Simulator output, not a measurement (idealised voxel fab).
process module | voxel self aligned contacts
cross-section cut | 240 nm wide | cells 5 nm
A cross-section is a grid of square cells, given in bands from the top down. A band is one or more rows of cells.
Each band's line starts with the height of the band's top and of its bottom, in nm. Then come its materials from left to right, each with its width in nm. One material with "throughout" fills the band from edge to edge. "air" is empty space.
Height 0 is the level under which the wafer as received is all one material. The lowest band goes on downwards, as in "0 down".
A width such as "30 to 40" changes by the same amount from each row of cells to the next, from the band's top row to its bottom row.
"no change" after a step means that no cell of the cross-section changed.
closed voids: empty space of 8 cells or more with no open way to the top, each as width x height at its distance from the left edge, in nm
after a step's settings: what the simulator itself notes on the step
overlay nm, on a step with a mask: how far to the right of its planned place the mask lay; to the left if negative
plan
1 op RECEIVE | material Si
2 op OXIDIZE | depth nm 5
3 op DIRECTIONAL_DEP | material polySi | thk nm 20
4 op DIRECTIONAL_DEP | material SiN | thk nm 20
5 op PATTERN | tone cover | mask id GATE | material resist | width nm 35 | pitch nm 75 | thk nm 20 | overlay nm 0
6 op DIRECTIONAL_ETCH | etch materials SiN | depth nm 20
7 op DIRECTIONAL_ETCH | etch materials polySi | depth nm 20
8 op STRIP | etch materials resist
9 op CONFORMAL_DEP | material SiN | thk nm 10
10 op DIRECTIONAL_ETCH | etch materials SiN | depth nm 10
11 op FILL_DEP | material SiO2 | thk nm 15
12 op CMP | height nm 45
13 op MASKED_ETCH | tone open | mask id CONTACT | width nm 50 | pitch nm 75 | etch materials SiO2 | depth nm 40 | overlay nm 0
14 op CONFORMAL_DEP | material TiN | thk nm 5
15 op FILL_DEP | material W | thk nm 5
16 op CMP | height nm 45
17 op CONFORMAL_DEP | material SiN | thk nm 5
varied across the wafers: depth nm of step 13. The plan shows the first wafer's value. All wafers start alike
first wafer as received, after step 1
  0 down: Si throughout
  closed voids: none
first wafer at the end, after step 17
  50 to 45: SiN throughout
  45 to 40: SiO2 55 | TiN 20 | W 10 | TiN 20 | SiO2 25 | TiN 20 | W 10 | TiN 20 | SiO2 60
  40 to 20: SiO2 15 | SiN 55 | TiN 5 | W 10 | TiN 5 | SiN 55 | TiN 5 | W 10 | TiN 5 | SiN 55 | SiO2 20
  20 to 10: SiO2 15 | SiN 10 | polySi 35 | SiN 10 | TiN 5 | W 10 | TiN 5 | SiN 10 | polySi 35 | SiN 10 | TiN 5 | W 10 | TiN 5 | SiN 10 | polySi 35 | SiN 10 | SiO2 20
  10 to 5: SiO2 15 | SiN 10 | polySi 35 | SiN 10 | TiN 20 | SiN 10 | polySi 35 | SiN 10 | TiN 20 | SiN 10 | polySi 35 | SiN 10 | SiO2 20
  5 to 0: SiO2 15 | SiN 10 | polySi 35 | SiN 10 | SiO2 20 | SiN 10 | polySi 35 | SiN 10 | SiO2 20 | SiN 10 | polySi 35 | SiN 10 | SiO2 20
  0 to -5: SiO2 throughout
  -5 down: Si throughout
  closed voids: none
last wafer at the end
  50 to 45: SiN throughout
  45 to 40: SiO2 55 | TiN 20 | W 10 | TiN 20 | SiO2 25 | TiN 20 | W 10 | TiN 20 | SiO2 60
  40 to 20: SiO2 15 | SiN 55 | TiN 5 | W 10 | TiN 5 | SiN 55 | TiN 5 | W 10 | TiN 5 | SiN 55 | SiO2 20
  20 to 0: SiO2 15 | SiN 10 | polySi 35 | SiN 10 | TiN 5 | W 10 | TiN 5 | SiN 10 | polySi 35 | SiN 10 | TiN 5 | W 10 | TiN 5 | SiN 10 | polySi 35 | SiN 10 | SiO2 20
  0 to -5: SiO2 70 | TiN 20 | SiO2 55 | TiN 20 | SiO2 75
  -5 down: Si throughout
  closed voids: none
each wafer at the end: cells of each material gained (+) or lost (-) since it was received, then its closed voids
depth nm 40 | -48 Si | +228 SiN | +140 SiO2 | +48 TiN | +28 W | +84 polySi | closed voids: none
depth nm 45 | -48 Si | +228 SiN | +132 SiO2 | +52 TiN | +32 W | +84 polySi | closed voids: none
depth nm 50 | -48 Si | +228 SiN | +124 SiO2 | +56 TiN | +36 W | +84 polySi | closed voids: none
depth nm 55 | -48 Si | +228 SiN | +124 SiO2 | +56 TiN | +36 W | +84 polySi | closed voids: none
depth nm 60 | -48 Si | +228 SiN | +124 SiO2 | +56 TiN | +36 W | +84 polySi | closed voids: none
depth nm 65 | -48 Si | +228 SiN | +124 SiO2 | +56 TiN | +36 W | +84 polySi | closed voids: none
